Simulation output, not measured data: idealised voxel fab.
process module | voxel plated lines
cross-section cut | 260 nm wide | cells 5 nm
A cross-section is a grid of square cells, given in bands from the top down. A band is one or more rows of cells.
Each band's line starts with the height of the band's top and of its bottom, in nm. Then come its materials from left to right, each with its width in nm. One material with "throughout" fills the band from edge to edge. "air" is empty space.
Height 0 is the level under which the wafer as received is all one material. The lowest band goes on downwards, as in "0 down".
A width such as "30 to 40" changes by the same amount from each row of cells to the next, from the band's top row to its bottom row.
"no change" after a step means that no cell of the cross-section changed.
closed voids: empty space of 8 cells or more with no open way to the top, each as width x height at its distance from the left edge, in nm
after a step's settings: what the simulator itself notes on the step
overlay nm, on a step with a mask: how far to the right of its planned place the mask lay; to the left if negative
plan
1 op RECEIVE | material Si
2 op CONFORMAL_DEP | material SiO2 | thk nm 10
3 op DIRECTIONAL_DEP | material TiN | thk nm 5
4 op PATTERN | tone open | mask id LINES | material resist | width nm 20 | pitch nm 35 | thk nm 35 | overlay nm 0
5 op EPI | material Ru | thk nm 10
6 op EPI | material Ru | thk nm 5
7 op EPI | material Ru | thk nm 5
8 op STRIP | etch materials resist
9 op DIRECTIONAL_ETCH | etch materials TiN | depth nm 5
10 op CONFORMAL_DEP | material SiN | thk nm 5
first wafer, as planned
as received, after step 1
  0 down: Si throughout
  closed voids: none
after step 2
  10 to 0: SiO2 throughout
  below 0: unchanged
after step 3
  15 to 10: TiN throughout
  below 10: unchanged
after step 4
  50 to 15: resist 85 | air 20 | resist 15 | air 20 | resist 15 | air 20 | resist 85
  below 15: unchanged
after step 5
  50 to 25: resist 85 | air 20 | resist 15 | air 20 | resist 15 | air 20 | resist 85
  25 to 15: resist 85 | Ru 20 | resist 15 | Ru 20 | resist 15 | Ru 20 | resist 85
  below 15: unchanged
after step 6
  50 to 30: resist 85 | air 20 | resist 15 | air 20 | resist 15 | air 20 | resist 85
  30 to 15: resist 85 | Ru 20 | resist 15 | Ru 20 | resist 15 | Ru 20 | resist 85
  below 15: unchanged
after step 7
  50 to 35: resist 85 | air 20 | resist 15 | air 20 | resist 15 | air 20 | resist 85
  35 to 15: resist 85 | Ru 20 | resist 15 | Ru 20 | resist 15 | Ru 20 | resist 85
  below 15: unchanged
after step 8
  35 to 15: air 85 | Ru 20 | air 15 | Ru 20 | air 15 | Ru 20 | air 85
  below 15: unchanged
after step 9
  35 to 15: air 85 | Ru 20 | air 15 | Ru 20 | air 15 | Ru 20 | air 85
  15 to 10: air 85 | TiN 20 | air 15 | TiN 20 | air 15 | TiN 20 | air 85
  below 10: unchanged
after step 10
  40 to 35: air 80 | SiN 30 | air 5 | SiN 30 | air 5 | SiN 30 | air 80
  35 to 15: air 80 | SiN 5 | Ru 20 | SiN 5 | air 5 | SiN 5 | Ru 20 | SiN 5 | air 5 | SiN 5 | Ru 20 | SiN 5 | air 80
  15 to 10: SiN 85 | TiN 20 | SiN 15 | TiN 20 | SiN 15 | TiN 20 | SiN 85
  below 10: unchanged
second wafer: like start, like plan, one mistake. Through step 1 it matches the first wafer
when step 2 should have ended
  15 to 0: SiO2 throughout
  below 0: unchanged
when step 3 should have ended
  20 to 15: TiN throughout
  below 15: unchanged
when step 4 should have ended
  55 to 20: resist 85 | air 20 | resist 15 | air 20 | resist 15 | air 20 | resist 85
  below 20: unchanged
when step 5 should have ended
  55 to 30: resist 85 | air 20 | resist 15 | air 20 | resist 15 | air 20 | resist 85
  30 to 20: resist 85 | Ru 20 | resist 15 | Ru 20 | resist 15 | Ru 20 | resist 85
  below 20: unchanged
when step 6 should have ended
  55 to 35: resist 85 | air 20 | resist 15 | air 20 | resist 15 | air 20 | resist 85
  35 to 20: resist 85 | Ru 20 | resist 15 | Ru 20 | resist 15 | Ru 20 | resist 85
  below 20: unchanged
when step 7 should have ended
  55 to 40: resist 85 | air 20 | resist 15 | air 20 | resist 15 | air 20 | resist 85
  40 to 20: resist 85 | Ru 20 | resist 15 | Ru 20 | resist 15 | Ru 20 | resist 85
  below 20: unchanged
when step 8 should have ended
  40 to 20: air 85 | Ru 20 | air 15 | Ru 20 | air 15 | Ru 20 | air 85
  below 20: unchanged
when step 9 should have ended
  40 to 20: air 85 | Ru 20 | air 15 | Ru 20 | air 15 | Ru 20 | air 85
  20 to 15: air 85 | TiN 20 | air 15 | TiN 20 | air 15 | TiN 20 | air 85
  below 15: unchanged
when step 10 should have ended
  45 to 40: air 80 | SiN 30 | air 5 | SiN 30 | air 5 | SiN 30 | air 80
  40 to 20: air 80 | SiN 5 | Ru 20 | SiN 5 | air 5 | SiN 5 | Ru 20 | SiN 5 | air 5 | SiN 5 | Ru 20 | SiN 5 | air 80
  20 to 15: SiN 85 | TiN 20 | SiN 15 | TiN 20 | SiN 15 | TiN 20 | SiN 85
  below 15: unchanged
what went wrong: step 2 ran as: op CONFORMAL_DEP | material SiO2 | thk nm 15
at the end the second wafer has, in cells: 52 more of SiO2
